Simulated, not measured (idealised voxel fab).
process module | voxel wiring stack
cross-section cut | 195 nm wide | cells 5 nm
A cross-section is a grid of square cells, given in bands from the top down. A band is one or more rows of cells.
Each band's line starts with the height of the band's top and of its bottom, in nm. Then come its materials from left to right, each with its width in nm. One material with "throughout" fills the band from edge to edge. "air" is empty space.
Height 0 is the level under which the wafer as received is all one material. The lowest band goes on downwards, as in "0 down".
A width such as "30 to 40" changes by the same amount from each row of cells to the next, from the band's top row to its bottom row.
"no change" after a step means that no cell of the cross-section changed.
closed voids: empty space of 8 cells or more with no open way to the top, each as width x height at its distance from the left edge, in nm
after a step's settings: what the simulator itself notes on the step
overlay nm, on a step with a mask: how far to the right of its planned place the mask lay; to the left if negative
plan
1 op RECEIVE | material Si
2 op CONFORMAL_DEP | material SiO2 | thk nm 15
3 op CONFORMAL_DEP | material SiN | thk nm 5
4 op DIRECTIONAL_DEP | material SiO2 | thk nm 25
5 op DIRECTIONAL_DEP | material aC | thk nm 10
6 op PATTERN | tone open | mask id METAL_1 | material resist | width nm 25 | pitch nm 45 | thk nm 25 | overlay nm 0
7 op DIRECTIONAL_ETCH | etch materials aC | depth nm 10
8 op STRIP | etch materials resist
9 op DIRECTIONAL_ETCH | etch materials SiO2 | depth nm 25
10 op DIRECTIONAL_ETCH | etch materials SiN | depth nm 5
11 op STRIP | etch materials aC
12 op CONFORMAL_DEP | material TiN | thk nm 5
13 op FILL_DEP | material Ru | thk nm 5
14 op CMP | height nm 45
15 op EPI | material Ru | thk nm 5
16 op FILL_DEP | material SiCN | thk nm 5
17 op DIRECTIONAL_DEP | material SiO2 | thk nm 30
18 op DIRECTIONAL_DEP | material aC | thk nm 15
19 op PATTERN | tone open | mask id METAL_2 | material resist | width nm 25 | pitch nm 45 | thk nm 30 | overlay nm 0
20 op DIRECTIONAL_ETCH | etch materials aC | depth nm 15
21 op STRIP | etch materials resist
22 op DIRECTIONAL_ETCH | etch materials SiO2 | depth nm 15
23 op STRIP | etch materials aC
24 op DIRECTIONAL_DEP | material aC | thk nm 10
25 op PATTERN | tone open | mask id METAL_2_HOLES | material resist | width nm 15 | pitch nm 90 | thk nm 30 | overlay nm 0
26 op DIRECTIONAL_ETCH | etch materials aC | depth nm 10
27 op STRIP | etch materials resist
28 op DIRECTIONAL_ETCH | etch materials SiO2 | depth nm 15
29 op DIRECTIONAL_ETCH | etch materials SiCN | depth nm 5
30 op STRIP | etch materials aC
31 op CONFORMAL_DEP | material TiN | thk nm 5
32 op FILL_DEP | material Cu | thk nm 5
33 op CMP | height nm 85
34 op CONFORMAL_DEP | material SiCN | thk nm 5
35 op DIRECTIONAL_DEP | material lowk | thk nm 10
36 op DIRECTIONAL_DEP | material aC | thk nm 15
37 op PATTERN | tone open | mask id PLUG_2 | material resist | width nm 15 | pitch nm 45 | thk nm 30 | overlay nm 0
38 op DIRECTIONAL_ETCH | etch materials aC | depth nm 15
39 op STRIP | etch materials resist
40 op DIRECTIONAL_ETCH | etch materials lowk | depth nm 10
41 op DIRECTIONAL_ETCH | etch materials SiCN | depth nm 5
42 op STRIP | etch materials aC
43 op CONFORMAL_DEP | material TiN | thk nm 5
44 op FILL_DEP | material Ru | thk nm 10
45 op CMP | height nm 100
46 op DIRECTIONAL_DEP | material TiN | thk nm 5
47 op DIRECTIONAL_DEP | material W | thk nm 15
48 op MASKED_ETCH | tone cover | mask id METAL_3 | width nm 25 | pitch nm 45 | etch materials W | depth nm 15 | overlay nm 0
49 op MASKED_ETCH | tone cover | mask id METAL_3 | width nm 25 | pitch nm 45 | etch materials TiN | depth nm 5 | overlay nm 0
50 op CONFORMAL_DEP | material SiN | thk nm 5
51 op FILL_DEP | material lowk | thk nm 5
52 op CMP | height nm 120
53 op CONFORMAL_DEP | material SiN | thk nm 5
as received, after step 1
  0 down: Si throughout
  closed voids: none
first wafer at the end, as planned
  125 to 120: SiN throughout
  120 to 105: lowk 35 | SiN 5 | W 25 | SiN 5 | lowk 10 | SiN 5 | W 25 | SiN 5 | lowk 10 | SiN 5 | W 25 | SiN 5 | lowk 35
  105 to 100: SiN 40 | TiN 25 | SiN 20 | TiN 25 | SiN 20 | TiN 25 | SiN 40
  100 to 90: lowk 40 | TiN 5 | Ru 5 | TiN 5 | lowk 30 | TiN 5 | Ru 5 | TiN 5 | lowk 30 | TiN 5 | Ru 5 | TiN 5 | lowk 50
  90 to 85: SiCN 40 | TiN 15 | SiCN 30 | TiN 15 | SiCN 30 | TiN 15 | SiCN 50
  85 to 75: SiO2 40 | TiN 5 | Cu 15 | TiN 5 | SiO2 20 | TiN 5 | Cu 15 | TiN 5 | SiO2 20 | TiN 5 | Cu 15 | TiN 5 | SiO2 40
  75 to 70: SiO2 40 | TiN 5 | Cu 5 | TiN 15 | SiO2 20 | TiN 25 | SiO2 20 | TiN 5 | Cu 5 | TiN 15 | SiO2 40
  70 to 55: SiO2 40 | TiN 5 | Cu 5 | TiN 5 | SiO2 75 | TiN 5 | Cu 5 | TiN 5 | SiO2 50
  55 to 50: SiCN 40 | TiN 15 | SiCN 75 | TiN 15 | SiCN 50
  50 to 45: SiCN 35 | Ru 35 | SiCN 10 | Ru 35 | SiCN 10 | Ru 35 | SiCN 35
  45 to 20: SiO2 40 | TiN 5 | Ru 15 | TiN 5 | SiO2 20 | TiN 5 | Ru 15 | TiN 5 | SiO2 20 | TiN 5 | Ru 15 | TiN 5 | SiO2 40
  20 to 15: SiN 40 | TiN 25 | SiN 20 | TiN 25 | SiN 20 | TiN 25 | SiN 40
  15 to 0: SiO2 throughout
  0 down: Si throughout
  closed voids: none
second wafer at the end: like start, like plan, one mistake
  125 to 120: SiN throughout
  120 to 115: lowk throughout
  115 to 110: lowk 35 | SiN 35 | lowk 10 | SiN 35 | lowk 10 | SiN 35 | lowk 35
  110 to 95: lowk 35 | SiN 5 | W 25 | SiN 5 | lowk 10 | SiN 5 | W 25 | SiN 5 | lowk 10 | SiN 5 | W 25 | SiN 5 | lowk 35
  95 to 90: SiN 40 | TiN 25 | SiN 20 | TiN 25 | SiN 20 | TiN 25 | SiN 40
  90 to 85: SiCN 40 | TiN 15 | SiCN 30 | TiN 15 | SiCN 30 | TiN 15 | SiCN 50
  85 to 75: SiO2 40 | TiN 5 | Cu 15 | TiN 5 | SiO2 20 | TiN 5 | Cu 15 | TiN 5 | SiO2 20 | TiN 5 | Cu 15 | TiN 5 | SiO2 40
  75 to 70: SiO2 40 | TiN 5 | Cu 5 | TiN 15 | SiO2 20 | TiN 25 | SiO2 20 | TiN 5 | Cu 5 | TiN 15 | SiO2 40
  70 to 55: SiO2 40 | TiN 5 | Cu 5 | TiN 5 | SiO2 75 | TiN 5 | Cu 5 | TiN 5 | SiO2 50
  55 to 50: SiCN 40 | TiN 15 | SiCN 75 | TiN 15 | SiCN 50
  50 to 45: SiCN 35 | Ru 35 | SiCN 10 | Ru 35 | SiCN 10 | Ru 35 | SiCN 35
  45 to 20: SiO2 40 | TiN 5 | Ru 15 | TiN 5 | SiO2 20 | TiN 5 | Ru 15 | TiN 5 | SiO2 20 | TiN 5 | Ru 15 | TiN 5 | SiO2 40
  20 to 15: SiN 40 | TiN 25 | SiN 20 | TiN 25 | SiN 20 | TiN 25 | SiN 40
  15 to 0: SiO2 throughout
  0 down: Si throughout
  closed voids: none
what went wrong: step 45 ran as: op CMP | height nm 90
at the end the second wafer has, in cells: 6 fewer of Ru | 21 more of SiN | 12 fewer of TiN | 3 fewer of lowk
